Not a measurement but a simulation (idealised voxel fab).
This section sets out a process module, namely voxel wiring stack.
In the cross-section labelled cut, the width is 255 nm and each square cell is 5 nm.
In this document a cross-section is written as a grid of square cells. It is given as a series of bands, listed from the top down, and a band is one or more rows of cells. A band entry consists of two parts. The first gives the height of the band's top and the height of its bottom, in nm. The rest lists the band's materials from left to right, each with its width in nm. A single material labelled with the word "edge to edge" fills the band from edge to edge, and the word "empty" marks empty space. Note: height 0 marks the level under which the wafer is uniformly one material as received. Lowest band unbounded below, written "0 nm and below". So if you see something like "30..40" for the width, read it as the top row of the band sitting at the first number and the bottom row at the second, with every row in between moving by the same amount as the last. "same as before" means the step left every cell of the cross-section as it was. Each empty space that has no open way to the top and spans at least 8 cells appears under "Trapped voids" as width x height at distance, the distance counted from the left edge, all in nm. What comes after the settings on a step's line is commentary from the simulator itself on that step. The line of a step may include "overlay nm". On a step with a mask, this value is how far to the right of its planned place the mask lay. A negative value means the mask lay to the left.
-- This section lists the process steps that were planned
1 RECEIVE with material Si
2 CONFORMAL_DEP with material SiO2, thk nm 10
3 CONFORMAL_DEP with material SiCN, thk nm 5
4 DIRECTIONAL_DEP with material SiO2, thk nm 20
5 DIRECTIONAL_DEP with material aC, thk nm 10
6 PATTERN with tone open, mask id METAL_1, material resist, width nm 30, pitch nm 55, thk nm 30, overlay nm 0
7 DIRECTIONAL_ETCH with etch materials aC, depth nm 10
8 STRIP with etch materials resist
9 DIRECTIONAL_ETCH with etch materials SiO2, depth nm 20
10 DIRECTIONAL_ETCH with etch materials SiCN, depth nm 5
11 STRIP with etch materials aC
12 CONFORMAL_DEP with material TiN, thk nm 5
13 FILL_DEP with material Ru, thk nm 10
14 CMP with height nm 35
15 CONFORMAL_DEP with material SiCN, thk nm 5
16 DIRECTIONAL_DEP with material lowk, thk nm 20
17 DIRECTIONAL_DEP with material aC, thk nm 15
18 PATTERN with tone open, mask id PLUG_1, material resist, width nm 15, thk nm 35, overlay nm 0
19 DIRECTIONAL_ETCH with etch materials aC, depth nm 15
20 STRIP with etch materials resist
21 DIRECTIONAL_ETCH with etch materials lowk, depth nm 20
22 DIRECTIONAL_ETCH with etch materials SiCN, depth nm 5
23 STRIP with etch materials aC
24 CONFORMAL_DEP with material TiN, thk nm 5
25 FILL_DEP with material Cu, thk nm 10
26 CMP with height nm 60
27 CONFORMAL_DEP with material SiN, thk nm 5
28 DIRECTIONAL_DEP with material SiO2, thk nm 25
29 MASKED_ETCH with tone open, mask id METAL_2, width nm 30, pitch nm 55, etch materials SiO2, depth nm 25, overlay nm 0
30 MASKED_ETCH with tone open, mask id METAL_2, width nm 30, pitch nm 55, etch materials SiN, depth nm 5, overlay nm 0
31 CONFORMAL_DEP with material TiN, thk nm 5
32 FILL_DEP with material Ru, thk nm 5
33 CMP with height nm 90
34 CONFORMAL_DEP with material SiN, thk nm 5
-- Run as planned: first of two wafers
-- Delivered wafer in cross-section: state after step 1
	0 nm and below: Si edge to edge
	Trapped voids: none
-- Cross-sectional representation of the wafer at the conclusion of step 2
	10 nm to 0 nm: SiO2 edge to edge
	Below a height of 0, the structure has not been altered.
-- Cross-sectional representation of the wafer at the conclusion of step 3
	15 nm to 10 nm: SiCN edge to edge
	Below a height of 10, the structure has not been altered.
-- Cross-sectional representation of the wafer at the conclusion of step 4
	35 nm to 15 nm: SiO2 edge to edge
	Below a height of 15, the structure has not been altered.
-- Cross-sectional representation of the wafer at the conclusion of step 5
	45 nm to 35 nm: aC edge to edge
	Below a height of 35, the structure has not been altered.
-- Cross-sectional representation of the wafer at the conclusion of step 6
	75 nm to 45 nm: resist (85) | empty (30) | resist (25) | empty (30) | resist (85)
	Below a height of 45, the structure has not been altered.
-- Cross-sectional representation of the wafer at the conclusion of step 7
	65 nm to 45 nm: resist (85) | empty (30) | resist (25) | empty (30) | resist (85)
	45 nm to 35 nm: aC (85) | empty (30) | aC (25) | empty (30) | aC (85)
	Below a height of 35, the structure has not been altered.
-- Cross-sectional representation of the wafer at the conclusion of step 8
	45 nm to 35 nm: aC (85) | empty (30) | aC (25) | empty (30) | aC (85)
	Below a height of 35, the structure has not been altered.
-- Cross-sectional representation of the wafer at the conclusion of step 9
	45 nm to 35 nm: aC (85) | empty (30) | aC (25) | empty (30) | aC (85)
	35 nm to 15 nm: SiO2 (85) | empty (30) | SiO2 (25) | empty (30) | SiO2 (85)
	Below a height of 15, the structure has not been altered.
-- Cross-sectional representation of the wafer at the conclusion of step 10
	45 nm to 35 nm: aC (85) | empty (30) | aC (25) | empty (30) | aC (85)
	35 nm to 15 nm: SiO2 (85) | empty (30) | SiO2 (25) | empty (30) | SiO2 (85)
	15 nm to 10 nm: SiCN (85) | empty (30) | SiCN (25) | empty (30) | SiCN (85)
	Below a height of 10, the structure has not been altered.
-- Cross-sectional representation of the wafer at the conclusion of step 11
	35 nm to 15 nm: SiO2 (85) | empty (30) | SiO2 (25) | empty (30) | SiO2 (85)
	Below a height of 15, the structure has not been altered.
-- Cross-sectional representation of the wafer at the conclusion of step 12
	40 nm to 35 nm: TiN (90) | empty (20) | TiN (35) | empty (20) | TiN (90)
	35 nm to 15 nm: SiO2 (85) | TiN (5) | empty (20) | TiN (5) | SiO2 (25) | TiN (5) | empty (20) | TiN (5) | SiO2 (85)
	15 nm to 10 nm: SiCN (85) | TiN (30) | SiCN (25) | TiN (30) | SiCN (85)
	Below a height of 10, the structure has not been altered.
-- Cross-sectional representation of the wafer at the conclusion of step 13
	50 nm to 40 nm: Ru edge to edge
	40 nm to 35 nm: TiN (90) | Ru (20) | TiN (35) | Ru (20) | TiN (90)
	35 nm to 15 nm: SiO2 (85) | TiN (5) | Ru (20) | TiN (5) | SiO2 (25) | TiN (5) | Ru (20) | TiN (5) | SiO2 (85)
	Below a height of 15, the structure has not been altered.
-- Cross-sectional representation of the wafer at the conclusion of step 14
	35 nm to 15 nm: SiO2 (85) | TiN (5) | Ru (20) | TiN (5) | SiO2 (25) | TiN (5) | Ru (20) | TiN (5) | SiO2 (85)
	Below a height of 15, the structure has not been altered.
-- Cross-sectional representation of the wafer at the conclusion of step 15
	40 nm to 35 nm: SiCN edge to edge
	Below a height of 35, the structure has not been altered.
-- Cross-sectional representation of the wafer at the conclusion of step 16
	60 nm to 40 nm: lowk edge to edge
	Below a height of 40, the structure has not been altered.
-- Cross-sectional representation of the wafer at the conclusion of step 17
	75 nm to 60 nm: aC edge to edge
	Below a height of 60, the structure has not been altered.
-- Cross-sectional representation of the wafer at the conclusion of step 18
	110 nm to 75 nm: resist (85) | empty (15) | resist (155)
	Below a height of 75, the structure has not been altered.
-- Cross-sectional representation of the wafer at the conclusion of step 19
	95 nm to 75 nm: resist (85) | empty (15) | resist (155)
	75 nm to 60 nm: aC (85) | empty (15) | aC (155)
	Below a height of 60, the structure has not been altered.
-- Cross-sectional representation of the wafer at the conclusion of step 20
	75 nm to 60 nm: aC (85) | empty (15) | aC (155)
	Below a height of 60, the structure has not been altered.
-- Cross-sectional representation of the wafer at the conclusion of step 21
	75 nm to 60 nm: aC (85) | empty (15) | aC (155)
	60 nm to 40 nm: lowk (85) | empty (15) | lowk (155)
	Below a height of 40, the structure has not been altered.
-- Cross-sectional representation of the wafer at the conclusion of step 22
	75 nm to 60 nm: aC (85) | empty (15) | aC (155)
	60 nm to 40 nm: lowk (85) | empty (15) | lowk (155)
	40 nm to 35 nm: SiCN (85) | empty (15) | SiCN (155)
	Below a height of 35, the structure has not been altered.
-- Cross-sectional representation of the wafer at the conclusion of step 23
	60 nm to 40 nm: lowk (85) | empty (15) | lowk (155)
	Below a height of 40, the structure has not been altered.
-- Cross-sectional representation of the wafer at the conclusion of step 24
	65 nm to 60 nm: TiN (90) | empty (5) | TiN (160)
	60 nm to 40 nm: lowk (85) | TiN (5) | empty (5) | TiN (5) | lowk (155)
	40 nm to 35 nm: SiCN (85) | TiN (15) | SiCN (155)
	Below a height of 35, the structure has not been altered.
-- Cross-sectional representation of the wafer at the conclusion of step 25
	75 nm to 65 nm: Cu edge to edge
	65 nm to 60 nm: TiN (90) | Cu (5) | TiN (160)
	60 nm to 40 nm: lowk (85) | TiN (5) | Cu (5) | TiN (5) | lowk (155)
	Below a height of 40, the structure has not been altered.
-- Cross-sectional representation of the wafer at the conclusion of step 26
	60 nm to 40 nm: lowk (85) | TiN (5) | Cu (5) | TiN (5) | lowk (155)
	Below a height of 40, the structure has not been altered.
-- Cross-sectional representation of the wafer at the conclusion of step 27
	65 nm to 60 nm: SiN edge to edge
	Below a height of 60, the structure has not been altered.
-- Cross-sectional representation of the wafer at the conclusion of step 28
	90 nm to 65 nm: SiO2 edge to edge
	Below a height of 65, the structure has not been altered.
-- Cross-sectional representation of the wafer at the conclusion of step 29
	90 nm to 65 nm: SiO2 (85) | empty (30) | SiO2 (25) | empty (30) | SiO2 (85)
	Below a height of 65, the structure has not been altered.
-- Cross-sectional representation of the wafer at the conclusion of step 30
	90 nm to 65 nm: SiO2 (85) | empty (30) | SiO2 (25) | empty (30) | SiO2 (85)
	65 nm to 60 nm: SiN (85) | empty (30) | SiN (25) | empty (30) | SiN (85)
	Below a height of 60, the structure has not been altered.
-- Cross-sectional representation of the wafer at the conclusion of step 31
	95 nm to 90 nm: TiN (90) | empty (20) | TiN (35) | empty (20) | TiN (90)
	90 nm to 65 nm: SiO2 (85) | TiN (5) | empty (20) | TiN (5) | SiO2 (25) | TiN (5) | empty (20) | TiN (5) | SiO2 (85)
	65 nm to 60 nm: SiN (85) | TiN (30) | SiN (25) | TiN (30) | SiN (85)
	Below a height of 60, the structure has not been altered.
-- Cross-sectional representation of the wafer at the conclusion of step 32
	100 nm to 95 nm: Ru edge to edge
	95 nm to 90 nm: TiN (90) | Ru (20) | TiN (35) | Ru (20) | TiN (90)
	90 nm to 65 nm: SiO2 (85) | TiN (5) | Ru (20) | TiN (5) | SiO2 (25) | TiN (5) | Ru (20) | TiN (5) | SiO2 (85)
	Below a height of 65, the structure has not been altered.
-- Cross-sectional representation of the wafer at the conclusion of step 33
	90 nm to 65 nm: SiO2 (85) | TiN (5) | Ru (20) | TiN (5) | SiO2 (25) | TiN (5) | Ru (20) | TiN (5) | SiO2 (85)
	Below a height of 65, the structure has not been altered.
-- Cross-sectional representation of the wafer at the conclusion of step 34
	95 nm to 90 nm: SiN edge to edge
	Below a height of 90, the structure has not been altered.
-- The second wafer: identical to the first at the outset and in its planned sequence, differing only in that one mistake was made during processing; up to and including step 13, its path is the first wafer's path
-- The second wafer in cross-section, at the planned close of step 14
	45 nm to 40 nm: Ru edge to edge
	Below a height of 40, the structure has not been altered.
-- The second wafer in cross-section, at the planned close of step 15
	50 nm to 45 nm: SiCN edge to edge
	Below a height of 45, the structure has not been altered.
-- The second wafer in cross-section, at the planned close of step 16
	70 nm to 50 nm: lowk edge to edge
	Below a height of 50, the structure has not been altered.
-- The second wafer in cross-section, at the planned close of step 17
	85 nm to 70 nm: aC edge to edge
	Below a height of 70, the structure has not been altered.
-- The second wafer in cross-section, at the planned close of step 18
	120 nm to 85 nm: resist (85) | empty (15) | resist (155)
	Below a height of 85, the structure has not been altered.
-- The second wafer in cross-section, at the planned close of step 19
	105 nm to 85 nm: resist (85) | empty (15) | resist (155)
	85 nm to 70 nm: aC (85) | empty (15) | aC (155)
	Below a height of 70, the structure has not been altered.
-- The second wafer in cross-section, at the planned close of step 20
	85 nm to 70 nm: aC (85) | empty (15) | aC (155)
	Below a height of 70, the structure has not been altered.
-- The second wafer in cross-section, at the planned close of step 21
	85 nm to 70 nm: aC (85) | empty (15) | aC (155)
	70 nm to 50 nm: lowk (85) | empty (15) | lowk (155)
	Below a height of 50, the structure has not been altered.
-- The second wafer in cross-section, at the planned close of step 22
	85 nm to 70 nm: aC (85) | empty (15) | aC (155)
	70 nm to 50 nm: lowk (85) | empty (15) | lowk (155)
	50 nm to 45 nm: SiCN (85) | empty (15) | SiCN (155)
	Below a height of 45, the structure has not been altered.
-- The second wafer in cross-section, at the planned close of step 23
	70 nm to 50 nm: lowk (85) | empty (15) | lowk (155)
	Below a height of 50, the structure has not been altered.
-- The second wafer in cross-section, at the planned close of step 24
	75 nm to 70 nm: TiN (90) | empty (5) | TiN (160)
	70 nm to 50 nm: lowk (85) | TiN (5) | empty (5) | TiN (5) | lowk (155)
	50 nm to 45 nm: SiCN (85) | TiN (15) | SiCN (155)
	Below a height of 45, the structure has not been altered.
-- The second wafer in cross-section, at the planned close of step 25
	85 nm to 75 nm: Cu edge to edge
	75 nm to 70 nm: TiN (90) | Cu (5) | TiN (160)
	70 nm to 50 nm: lowk (85) | TiN (5) | Cu (5) | TiN (5) | lowk (155)
	Below a height of 50, the structure has not been altered.
-- The second wafer in cross-section, at the planned close of step 26
	60 nm to 50 nm: lowk (85) | TiN (5) | Cu (5) | TiN (5) | lowk (155)
	Below a height of 50, the structure has not been altered.
-- The second wafer in cross-section, at the planned close of step 27
	65 nm to 60 nm: SiN edge to edge
	Below a height of 60, the structure has not been altered.
-- The second wafer in cross-section, at the planned close of step 28
	90 nm to 65 nm: SiO2 edge to edge
	Below a height of 65, the structure has not been altered.
-- The second wafer in cross-section, at the planned close of step 29
	90 nm to 65 nm: SiO2 (85) | empty (30) | SiO2 (25) | empty (30) | SiO2 (85)
	Below a height of 65, the structure has not been altered.
-- The second wafer in cross-section, at the planned close of step 30
	90 nm to 65 nm: SiO2 (85) | empty (30) | SiO2 (25) | empty (30) | SiO2 (85)
	65 nm to 60 nm: SiN (85) | empty (30) | SiN (25) | empty (30) | SiN (85)
	Below a height of 60, the structure has not been altered.
-- The second wafer in cross-section, at the planned close of step 31
	95 nm to 90 nm: TiN (90) | empty (20) | TiN (35) | empty (20) | TiN (90)
	90 nm to 65 nm: SiO2 (85) | TiN (5) | empty (20) | TiN (5) | SiO2 (25) | TiN (5) | empty (20) | TiN (5) | SiO2 (85)
	65 nm to 60 nm: SiN (85) | TiN (30) | SiN (25) | TiN (30) | SiN (85)
	Below a height of 60, the structure has not been altered.
-- The second wafer in cross-section, at the planned close of step 32
	100 nm to 95 nm: Ru edge to edge
	95 nm to 90 nm: TiN (90) | Ru (20) | TiN (35) | Ru (20) | TiN (90)
	90 nm to 65 nm: SiO2 (85) | TiN (5) | Ru (20) | TiN (5) | SiO2 (25) | TiN (5) | Ru (20) | TiN (5) | SiO2 (85)
	Below a height of 65, the structure has not been altered.
-- The second wafer in cross-section, at the planned close of step 33
	90 nm to 65 nm: SiO2 (85) | TiN (5) | Ru (20) | TiN (5) | SiO2 (25) | TiN (5) | Ru (20) | TiN (5) | SiO2 (85)
	Below a height of 65, the structure has not been altered.
-- The second wafer in cross-section, at the planned close of step 34
	95 nm to 90 nm: SiN edge to edge
	Below a height of 90, the structure has not been altered.
What broke from the plan during processing? for step 14, the planned setting was not used; the step was instead run as CMP with height nm 45
Final tally in cells, some materials are higher or lower on the second wafer than on the first: Cu -2 | Ru +59 | TiN +39 | lowk -96
